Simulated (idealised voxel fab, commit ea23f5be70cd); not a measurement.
process module | voxel air gaps
cross-section cut | 165 nm wide | cells 5 nm
A cross-section is a grid of square cells, given in bands from the top down. A band is one or more rows of cells.
Each band's line starts with the height of the band's top and of its bottom, in nm. Then come its materials from left to right, each with its width in nm. One material with "throughout" fills the band from edge to edge. "air" is empty space.
Height 0 is the level under which the wafer as received is all one material. The lowest band goes on downwards, as in "0 down".
A width such as "30 to 40" changes by the same amount from each row of cells to the next, from the band's top row to its bottom row.
"no change" after a step means that no cell of the cross-section changed.
closed voids: empty space of 8 cells or more with no open way to the top, each as width x height at its distance from the left edge, in nm
after a step's settings: what the simulator itself notes on the step
overlay nm, on a step with a mask: how far to the right of its planned place the mask lay; to the left if negative
plan
1 op RECEIVE | material Si
2 op CONFORMAL_DEP | material SiO2 | thk nm 10
3 op CONFORMAL_DEP | material SiN | thk nm 5
4 op DIRECTIONAL_DEP | material lowk | thk nm 35
5 op PATTERN | tone open | mask id LINES | material resist | width nm 15 | pitch nm 45 | thk nm 20 | overlay nm 0
6 op DIRECTIONAL_ETCH | etch materials lowk | depth nm 35
7 op STRIP | etch materials resist
8 op CONFORMAL_DEP | material TiN | thk nm 5
9 op FILL_DEP | material Ru | thk nm 5
10 op CMP | height nm 50
11 op EPI | material Ru | thk nm 10
12 op SELECTIVE_ETCH | etch materials lowk | depth nm 45
13 op CONFORMAL_DEP | material SiCN | thk nm 5
first wafer, as planned
as received, after step 1
  0 down: Si throughout
  closed voids: none
after step 2
  10 to 0: SiO2 throughout
  below 0: unchanged
after step 3
  15 to 10: SiN throughout
  below 10: unchanged
after step 4
  50 to 15: lowk throughout
  below 15: unchanged
after step 5
  70 to 50: resist 30 | air 15 | resist 30 | air 15 | resist 30 | air 15 | resist 30
  below 50: unchanged
after step 6
  70 to 50: resist 30 | air 15 | resist 30 | air 15 | resist 30 | air 15 | resist 30
  50 to 15: lowk 30 | air 15 | lowk 30 | air 15 | lowk 30 | air 15 | lowk 30
  below 15: unchanged
after step 7
  50 to 15: lowk 30 | air 15 | lowk 30 | air 15 | lowk 30 | air 15 | lowk 30
  below 15: unchanged
after step 8
  55 to 50: TiN 35 | air 5 | TiN 40 | air 5 | TiN 40 | air 5 | TiN 35
  50 to 20: lowk 30 | TiN 5 | air 5 | TiN 5 | lowk 30 | TiN 5 | air 5 | TiN 5 | lowk 30 | TiN 5 | air 5 | TiN 5 | lowk 30
  20 to 15: lowk 30 | TiN 15 | lowk 30 | TiN 15 | lowk 30 | TiN 15 | lowk 30
  below 15: unchanged
after step 9
  60 to 55: Ru throughout
  55 to 50: TiN 35 | Ru 5 | TiN 40 | Ru 5 | TiN 40 | Ru 5 | TiN 35
  50 to 20: lowk 30 | TiN 5 | Ru 5 | TiN 5 | lowk 30 | TiN 5 | Ru 5 | TiN 5 | lowk 30 | TiN 5 | Ru 5 | TiN 5 | lowk 30
  below 20: unchanged
after step 10
  50 to 20: lowk 30 | TiN 5 | Ru 5 | TiN 5 | lowk 30 | TiN 5 | Ru 5 | TiN 5 | lowk 30 | TiN 5 | Ru 5 | TiN 5 | lowk 30
  below 20: unchanged
after step 11
  60 to 50: air 20 | Ru 35 | air 10 | Ru 35 | air 10 | Ru 35 | air 20
  below 50: unchanged
after step 12
  60 to 50: air 20 | Ru 35 | air 10 | Ru 35 | air 10 | Ru 35 | air 20
  50 to 20: air 30 | TiN 5 | Ru 5 | TiN 5 | air 30 | TiN 5 | Ru 5 | TiN 5 | air 30 | TiN 5 | Ru 5 | TiN 5 | air 30
  20 to 15: air 30 | TiN 15 | air 30 | TiN 15 | air 30 | TiN 15 | air 30
  below 15: unchanged
after step 13
  65 to 60: air 15 | SiCN 135 | air 15
  60 to 50: air 15 | SiCN 5 | Ru 35 | SiCN 10 | Ru 35 | SiCN 10 | Ru 35 | SiCN 5 | air 15
  50 to 45: air 15 | SiCN 15 | TiN 5 | Ru 5 | TiN 5 | SiCN 30 | TiN 5 | Ru 5 | TiN 5 | SiCN 30 | TiN 5 | Ru 5 | TiN 5 | SiCN 15 | air 15
  45 to 20: air 25 | SiCN 5 | TiN 5 | Ru 5 | TiN 5 | SiCN 5 | air 20 | SiCN 5 | TiN 5 | Ru 5 | TiN 5 | SiCN 5 | air 20 | SiCN 5 | TiN 5 | Ru 5 | TiN 5 | SiCN 5 | air 25
  20 to 15: SiCN 30 | TiN 15 | SiCN 30 | TiN 15 | SiCN 30 | TiN 15 | SiCN 30
  below 15: unchanged
  closed voids: 20 x 25 at 50; 20 x 25 at 95
second wafer: like start, like plan, one mistake. Through step 1 it matches the first wafer
when step 2 should have ended
  10 to 0: TiN throughout
  below 0: unchanged
when step 3 should have ended
  15 to 10: SiN throughout
  below 10: unchanged
when step 4 should have ended
  50 to 15: lowk throughout
  below 15: unchanged
when step 5 should have ended
  70 to 50: resist 30 | air 15 | resist 30 | air 15 | resist 30 | air 15 | resist 30
  below 50: unchanged
when step 6 should have ended
  70 to 50: resist 30 | air 15 | resist 30 | air 15 | resist 30 | air 15 | resist 30
  50 to 15: lowk 30 | air 15 | lowk 30 | air 15 | lowk 30 | air 15 | lowk 30
  below 15: unchanged
when step 7 should have ended
  50 to 15: lowk 30 | air 15 | lowk 30 | air 15 | lowk 30 | air 15 | lowk 30
  below 15: unchanged
when step 8 should have ended
  55 to 50: TiN 35 | air 5 | TiN 40 | air 5 | TiN 40 | air 5 | TiN 35
  50 to 20: lowk 30 | TiN 5 | air 5 | TiN 5 | lowk 30 | TiN 5 | air 5 | TiN 5 | lowk 30 | TiN 5 | air 5 | TiN 5 | lowk 30
  20 to 15: lowk 30 | TiN 15 | lowk 30 | TiN 15 | lowk 30 | TiN 15 | lowk 30
  below 15: unchanged
when step 9 should have ended
  60 to 55: Ru throughout
  55 to 50: TiN 35 | Ru 5 | TiN 40 | Ru 5 | TiN 40 | Ru 5 | TiN 35
  50 to 20: lowk 30 | TiN 5 | Ru 5 | TiN 5 | lowk 30 | TiN 5 | Ru 5 | TiN 5 | lowk 30 | TiN 5 | Ru 5 | TiN 5 | lowk 30
  below 20: unchanged
when step 10 should have ended
  50 to 20: lowk 30 | TiN 5 | Ru 5 | TiN 5 | lowk 30 | TiN 5 | Ru 5 | TiN 5 | lowk 30 | TiN 5 | Ru 5 | TiN 5 | lowk 30
  below 20: unchanged
when step 11 should have ended
  60 to 50: air 20 | Ru 35 | air 10 | Ru 35 | air 10 | Ru 35 | air 20
  below 50: unchanged
when step 12 should have ended
  60 to 50: air 20 | Ru 35 | air 10 | Ru 35 | air 10 | Ru 35 | air 20
  50 to 20: air 30 | TiN 5 | Ru 5 | TiN 5 | air 30 | TiN 5 | Ru 5 | TiN 5 | air 30 | TiN 5 | Ru 5 | TiN 5 | air 30
  20 to 15: air 30 | TiN 15 | air 30 | TiN 15 | air 30 | TiN 15 | air 30
  below 15: unchanged
when step 13 should have ended
  65 to 60: air 15 | SiCN 135 | air 15
  60 to 50: air 15 | SiCN 5 | Ru 35 | SiCN 10 | Ru 35 | SiCN 10 | Ru 35 | SiCN 5 | air 15
  50 to 45: air 15 | SiCN 15 | TiN 5 | Ru 5 | TiN 5 | SiCN 30 | TiN 5 | Ru 5 | TiN 5 | SiCN 30 | TiN 5 | Ru 5 | TiN 5 | SiCN 15 | air 15
  45 to 20: air 25 | SiCN 5 | TiN 5 | Ru 5 | TiN 5 | SiCN 5 | air 20 | SiCN 5 | TiN 5 | Ru 5 | TiN 5 | SiCN 5 | air 20 | SiCN 5 | TiN 5 | Ru 5 | TiN 5 | SiCN 5 | air 25
  20 to 15: SiCN 30 | TiN 15 | SiCN 30 | TiN 15 | SiCN 30 | TiN 15 | SiCN 30
  below 15: unchanged
  closed voids: 20 x 25 at 50; 20 x 25 at 95
what went wrong: step 2 ran as: op CONFORMAL_DEP | material TiN | thk nm 10
at the end the second wafer has, in cells: 66 fewer of SiO2 | 66 more of TiN
